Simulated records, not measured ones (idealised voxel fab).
Process module, titled voxel wiring stack
Section cut is 230 nm wide and gridded with 5 nm square cells.
Format of a cross-section: grid, square cells. Given as bands. Order: top down. Band: one or more rows of cells. A band entry consists of two parts. The first gives the height of the band's top and the height of its bottom, in nm. The rest lists the band's materials from left to right, each with its width in nm. A single material labelled with the word "everywhere" fills the band from edge to edge, and the word "air" marks empty space. Heights from 0 (as-received wafer is one material below). Bottom band endless downward, as "0 -> down". The width entry "30->40" should be interpreted row by row: the top row of cells in the band takes the first number, the bottom row takes the second number, and the change between adjacent rows is uniform throughout. Basically "all unchanged" means that step didn't change any cell in the cross-section. If an empty space has no open way to the top and is at least 8 cells in size, "Sealed internal cavities" lists it, written width x height at distance, where distance is measured from the left edge and every value is in nm. Read whatever lies past the settings on a step's line as the simulator's own remark about the step. "overlay nm" answers the question of how far to the right of plan the mask lay on a step that has a mask, and when it is negative the answer is to the left.

[Set out below are the planned steps of the process]
1,RECEIVE (material Si)
2,CONFORMAL_DEP (material SiO2; thk nm 10)
3,DIRECTIONAL_DEP (material TiN; thk nm 5)
4,DIRECTIONAL_DEP (material Ru; thk nm 25)
5,PATTERN (tone cover; mask id METAL_1; material resist; width nm 25; pitch nm 55; thk nm 20; overlay nm 0)
6,DIRECTIONAL_ETCH (etch materials Ru; depth nm 25)
7,DIRECTIONAL_ETCH (etch materials TiN; depth nm 5)
8,STRIP (etch materials resist)
9,FILL_DEP (material SiO2; thk nm 10)
10,CMP (height nm 40)
11,CONFORMAL_DEP (material SiCN; thk nm 5)
12,DIRECTIONAL_DEP (material lowk; thk nm 20)
13,MASKED_ETCH (tone open; mask id PLUG_1; width nm 15; pitch nm 55; etch materials lowk; depth nm 20; overlay nm 0)
14,MASKED_ETCH (tone open; mask id PLUG_1; width nm 15; pitch nm 55; etch materials SiCN; depth nm 5; overlay nm 0)
15,EPI (material Ru; thk nm 10)
16,EPI (material Ru; thk nm 10)
17,EPI (material Ru; thk nm 5)
18,CONFORMAL_DEP (material SiN; thk nm 5)
19,DIRECTIONAL_DEP (material lowk; thk nm 20)
20,MASKED_ETCH (tone open; mask id METAL_2; width nm 25; pitch nm 55; etch materials lowk; depth nm 20; overlay nm 0)
21,MASKED_ETCH (tone open; mask id METAL_2; width nm 25; pitch nm 55; etch materials SiN; depth nm 5; overlay nm 0)
22,CONFORMAL_DEP (material TiN; thk nm 5)
23,FILL_DEP (material Ru; thk nm 10)
24,CMP (height nm 90)
25,EPI (material Ru; thk nm 5)
26,FILL_DEP (material SiCN; thk nm 5)
27,DIRECTIONAL_DEP (material lowk; thk nm 35)
28,DIRECTIONAL_DEP (material aC; thk nm 10)
29,PATTERN (tone open; mask id METAL_3; material resist; width nm 25; pitch nm 55; thk nm 25; overlay nm 0)
30,DIRECTIONAL_ETCH (etch materials aC; depth nm 10)
31,STRIP (etch materials resist)
32,DIRECTIONAL_ETCH (etch materials lowk; depth nm 20)
33,STRIP (etch materials aC)
34,DIRECTIONAL_DEP (material aC; thk nm 10)
35,PATTERN (tone open; mask id METAL_3_HOLES; material resist; width nm 15; pitch nm 55; thk nm 30; overlay nm 0)
36,DIRECTIONAL_ETCH (etch materials aC; depth nm 10)
37,STRIP (etch materials resist)
38,DIRECTIONAL_ETCH (etch materials lowk; depth nm 15)
39,DIRECTIONAL_ETCH (etch materials SiCN; depth nm 5)
40,STRIP (etch materials aC)
41,CONFORMAL_DEP (material TiN; thk nm 5)
42,FILL_DEP (material Cu; thk nm 10)
43,CMP (height nm 135)
44,CONFORMAL_DEP (material SiN; thk nm 5)

[So this is the incoming wafer in cross-section - it's already been through step 1]
- 0 -> down: Si everywhere
- Sealed internal cavities: none

[Here's the wafer cut in cross-section after the module, started and planned just like above, except one thing was done wrong in the run]
- 140 -> 135: SiN everywhere
- 135 -> 120: lowk: 75 | TiN: 5 | Cu: 15 | TiN: 5 | lowk: 30 | TiN: 5 | Cu: 15 | TiN: 5 | lowk: 75
- 120 -> 115: lowk: 75 | TiN: 5 | Cu: 5 | TiN: 15 | lowk: 30 | TiN: 5 | Cu: 5 | TiN: 15 | lowk: 75
- 115 -> 100: lowk: 75 | TiN: 5 | Cu: 5 | TiN: 5 | lowk: 40 | TiN: 5 | Cu: 5 | TiN: 5 | lowk: 85
- 100 -> 95: SiCN: 75 | TiN: 15 | SiCN: 40 | TiN: 15 | SiCN: 85
- 95 -> 90: SiCN: 70 | Ru: 35 | SiCN: 20 | Ru: 35 | SiCN: 70
- 90 -> 70: lowk: 75 | TiN: 5 | Ru: 15 | TiN: 5 | lowk: 30 | TiN: 5 | Ru: 15 | TiN: 5 | lowk: 75
- 70 -> 65: SiN: 75 | TiN: 25 | SiN: 30 | TiN: 25 | SiN: 75
- 65 -> 45: lowk: 75 | SiN: 5 | TiN: 5 | SiN: 5 | lowk: 40 | SiN: 5 | TiN: 5 | SiN: 5 | lowk: 85
- 45 -> 40: SiCN: 75 | SiN: 5 | TiN: 5 | SiN: 5 | SiCN: 40 | SiN: 5 | TiN: 5 | SiN: 5 | SiCN: 85
- 40 -> 30: SiO2 everywhere
- 30 -> 5: SiO2: 75 | Ru: 25 | SiO2: 30 | Ru: 25 | SiO2: 75
- 5 -> 0: SiO2: 75 | TiN: 25 | SiO2: 30 | TiN: 25 | SiO2: 75
- 0 -> down: Si everywhere
- Sealed internal cavities: none
So what did we get wrong on this run? not run: step 2 of the plan (skipped)
